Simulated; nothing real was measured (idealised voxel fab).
This section sets out a process module, namely voxel air gaps.
We display cut, a cross-section 235 nm in width whose square cells are each 5 nm.
Notation: cross-section as square-cell grid; stated in bands, top first, going down; one or more cell rows per band. Band entry format. Leading values: height of top, height of bottom, nm. Remainder: materials in left-to-right order, each with its width in nm. Special words: "all across" on a single material, which then fills the band edge to edge; "air", empty space. Heights from 0 (as-received wafer is one material below). Bottom band endless downward, as "0 nm and below". A width such as "30 to 40" changes by the same amount from each row of cells to the next, from the band's top row to its bottom row. Reading "no modification" for a step: not a cell of the cross-section changed in it. In the "Sealed-off cavities" entry, you get each enclosed empty space of 8 cells or more, one with no open way to the top, written width x height at distance, distance from the left edge, in nm. The remark found on a step's line after its settings is issued by the simulator itself and pertains to that step. Among the settings permitted on a step's line is "overlay nm"; applied to a step with a mask, it specifies the extent to which the mask lay to the right of its planned position, whereas a negative figure signifies a position to the left.

## Process steps foreseen in the plan
1 RECEIVE | material Si
2 CONFORMAL_DEP | material SiO2 | thk nm 15
3 CONFORMAL_DEP | material SiCN | thk nm 5
4 DIRECTIONAL_DEP | material SiO2 | thk nm 35
5 DIRECTIONAL_DEP | material aC | thk nm 10
6 PATTERN | tone open | mask id LINES | material resist | width nm 25 | pitch nm 50 | thk nm 25 | overlay nm 0
7 DIRECTIONAL_ETCH | etch materials aC | depth nm 10
8 STRIP | etch materials resist
9 DIRECTIONAL_ETCH | etch materials SiO2 | depth nm 35
10 STRIP | etch materials aC
11 CONFORMAL_DEP | material TiN | thk nm 5
12 FILL_DEP | material Cu | thk nm 10
13 CMP | height nm 55
14 EPI | material Ru | thk nm 10
15 SELECTIVE_ETCH | etch materials SiO2 | depth nm 45
16 CONFORMAL_DEP | material SiCN | thk nm 5

## Wafer cross-section on receipt, i.e. after step 1
  0 nm and below: Si all across
  Sealed-off cavities: none

## End-of-module cross-section of the first of two wafers, processed as planned
  70 nm to 65 nm: 40 air, 155 SiCN, 40 air
  65 nm to 55 nm: 40 air, 5 SiCN, 45 Ru, 5 SiCN, 45 Ru, 5 SiCN, 45 Ru, 5 SiCN, 40 air
  55 nm to 50 nm: 40 air, 15 SiCN, 5 TiN, 15 Cu, 5 TiN, 25 SiCN, 5 TiN, 15 Cu, 5 TiN, 25 SiCN, 5 TiN, 15 Cu, 5 TiN, 15 SiCN, 40 air
  50 nm to 25 nm: 50 air, 5 SiCN, 5 TiN, 15 Cu, 5 TiN, 5 SiCN, 15 air, 5 SiCN, 5 TiN, 15 Cu, 5 TiN, 5 SiCN, 15 air, 5 SiCN, 5 TiN, 15 Cu, 5 TiN, 5 SiCN, 50 air
  25 nm to 20 nm: 55 SiCN, 25 TiN, 25 SiCN, 25 TiN, 25 SiCN, 25 TiN, 55 SiCN
  20 nm to 15 nm: SiCN all across
  15 nm to 0 nm: SiO2 all across
  0 nm and below: Si all across
  Sealed-off cavities: 15 x 25 at 85; 15 x 25 at 135

## Cross-section at end of module for the second wafer of two, which matched the first in starting point and plan and differed by one mistake in its processing
  70 nm to 65 nm: 40 air, 155 SiCN, 40 air
  65 nm to 55 nm: 40 air, 5 SiCN, 45 Ru, 5 SiCN, 45 Ru, 5 SiCN, 45 Ru, 5 SiCN, 40 air
  55 nm to 25 nm: 40 air, 5 SiCN, 10 Ru, 5 TiN, 15 Cu, 5 TiN, 10 Ru, 5 SiCN, 10 Ru, 5 TiN, 15 Cu, 5 TiN, 10 Ru, 5 SiCN, 10 Ru, 5 TiN, 15 Cu, 5 TiN, 10 Ru, 5 SiCN, 40 air
  25 nm to 20 nm: 45 SiCN, 10 Ru, 25 TiN, 10 Ru, 5 SiCN, 10 Ru, 25 TiN, 10 Ru, 5 SiCN, 10 Ru, 25 TiN, 10 Ru, 45 SiCN
  20 nm to 15 nm: SiCN all across
  15 nm to 0 nm: SiO2 all across
  0 nm and below: Si all across
  Sealed-off cavities: none
Finding, execution versus plan: note: step 14 <-> step 15, run order reversed vs plan
Bottom line after processing is that, in cells, the second wafer is up or down on some materials versus the first: +84 Ru; -34 SiCN
Ultimately, the number of closed voids is 2 in the first wafer and 0 in the second wafer.
